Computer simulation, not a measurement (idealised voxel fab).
This is a process module. Its name is voxel quadruple lines.
cross-section cut | 245 nm wide | cells 5 nm
In this document a cross-section is written as a grid of square cells. It is given as a series of bands, listed from the top down, and a band is one or more rows of cells.
Heads up on the band format: heights come first, top then bottom, in nm. After that it's the materials left to right, each with its width in nm. A single material flagged "throughout" fills the whole band edge to edge, and "empty" means there's empty space there.
Height datum 0, below which the as-received substrate wafer is one material. Lowest band open at the bottom, running downward: "from 0 down".
A two-number width, for instance "30..40", indicates that the width is equal to the first number in the top row of the band and to the second number in the bottom row, and that it changes by a constant amount per row of cells.
"nothing was modified", as given for a step, is the statement that not any cell of the cross-section underwent a change during that step.
The entry titled "Voids, sealed" provides the empty spaces that have no open way to the top, restricted to those of 8 cells or more. Each is presented as width x height at distance, the distance being measured from the left edge, with all three in nm.
Anything after a step's settings on that line? It's the simulator's own note about the step.
If you see "overlay nm" on a step's line and that step has a mask, it's telling you how far right of where it was planned the mask ended up; a negative number means it went left instead.
-- Steps planned for the process
1. RECEIVE: material Si
2. CONFORMAL_DEP: material Al2O3, thk nm 5
3. DIRECTIONAL_DEP: material W, thk nm 10
4. DIRECTIONAL_DEP: material polySi, thk nm 20
5. DIRECTIONAL_DEP: material aC, thk nm 20
6. PATTERN: tone cover, mask id MANDREL, material resist, width nm 35, pitch nm 100, thk nm 25, overlay nm 0
7. DIRECTIONAL_ETCH: etch materials aC, depth nm 20
8. STRIP: etch materials resist
9. CONFORMAL_DEP: material SiO2, thk nm 15
10. DIRECTIONAL_ETCH: etch materials SiO2, depth nm 15
11. STRIP: etch materials aC
12. DIRECTIONAL_ETCH: etch materials polySi, depth nm 20
13. STRIP: etch materials SiO2
14. CONFORMAL_DEP: material SiN, thk nm 10
15. DIRECTIONAL_ETCH: etch materials SiN, depth nm 10
16. STRIP: etch materials polySi
17. DIRECTIONAL_ETCH: etch materials W, depth nm 10
18. STRIP: etch materials SiN
-- as received, after step 1
	from 0 down | Si throughout
	Voids, sealed: none
-- Wafer cross-section at module end: first of two, run to plan
	from 15 to 5 | 30 nm empty, 10 nm W, 15 nm empty, 10 nm W, 15 nm empty, 10 nm W, 15 nm empty, 10 nm W, 15 nm empty, 10 nm W, 15 nm empty, 10 nm W, 15 nm empty, 10 nm W, 15 nm empty, 10 nm W, 30 nm empty
	from 5 to 0 | Al2O3 throughout
	from 0 down | Si throughout
	Voids, sealed: none
-- Same start, same plan as the first wafer - but one mistake in the run. Cross-section of the second of the two at the end of the module
	from 10 to 0 | 30 nm empty, 10 nm W, 15 nm empty, 10 nm W, 15 nm empty, 10 nm W, 15 nm empty, 10 nm W, 15 nm empty, 10 nm W, 15 nm empty, 10 nm W, 15 nm empty, 10 nm W, 15 nm empty, 10 nm W, 30 nm empty
	from 0 down | Si throughout
	Voids, sealed: none
The mistake made against the process plan was this: step 2 from the plan never happened, it was just skipped
Once processing is complete, comparing cell counts shows that the second wafer has more or fewer of certain materials than the first: Al2O3: 49 fewer
